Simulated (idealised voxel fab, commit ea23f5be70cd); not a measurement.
process module | voxel quadruple lines
cross-section cut | 265 nm wide | cells 5 nm
A cross-section is a grid of square cells, given in bands from the top down. A band is one or more rows of cells.
Each band's line starts with the height of the band's top and of its bottom, in nm. Then come its materials from left to right, each with its width in nm. One material with "throughout" fills the band from edge to edge. "air" is empty space.
Height 0 is the level under which the wafer as received is all one material. The lowest band goes on downwards, as in "0 down".
A width such as "30 to 40" changes by the same amount from each row of cells to the next, from the band's top row to its bottom row.
"no change" after a step means that no cell of the cross-section changed.
closed voids: empty space of 8 cells or more with no open way to the top, each as width x height at its distance from the left edge, in nm
after a step's settings: what the simulator itself notes on the step
overlay nm, on a step with a mask: how far to the right of its planned place the mask lay; to the left if negative
plan
1 op RECEIVE | material Si
2 op CONFORMAL_DEP | material SiO2 | thk nm 5
3 op DIRECTIONAL_DEP | material TiN | thk nm 10
4 op DIRECTIONAL_DEP | material polySi | thk nm 15
5 op DIRECTIONAL_DEP | material aC | thk nm 25
6 op PATTERN | tone cover | mask id MANDREL | material resist | width nm 25 | pitch nm 80 | thk nm 30 | overlay nm 0
7 op DIRECTIONAL_ETCH | etch materials aC | depth nm 25
8 op STRIP | etch materials resist
9 op CONFORMAL_DEP | material SiO2 | thk nm 15
10 op DIRECTIONAL_ETCH | etch materials SiO2 | depth nm 15
11 op STRIP | etch materials aC
12 op DIRECTIONAL_ETCH | etch materials polySi | depth nm 15
13 op STRIP | etch materials SiO2
14 op CONFORMAL_DEP | material SiCN | thk nm 5
15 op DIRECTIONAL_ETCH | etch materials SiCN | depth nm 5
16 op STRIP | etch materials polySi
17 op DIRECTIONAL_ETCH | etch materials TiN | depth nm 10
18 op STRIP | etch materials SiCN
as received, after step 1
  0 down: Si throughout
  closed voids: none
a wafer at the end: this start, this plan, one mistake
  15 to 5: air 75 | TiN 5 | air 25 | TiN 5 | air 45 | TiN 5 | air 25 | TiN 5 | air 75
  5 to 0: SiO2 throughout
  0 down: Si throughout
  closed voids: none
what went wrong: step 6 ran as: op PATTERN | tone open | mask id MANDREL | material resist | width nm 25 | pitch nm 80 | thk nm 30 | overlay nm 0
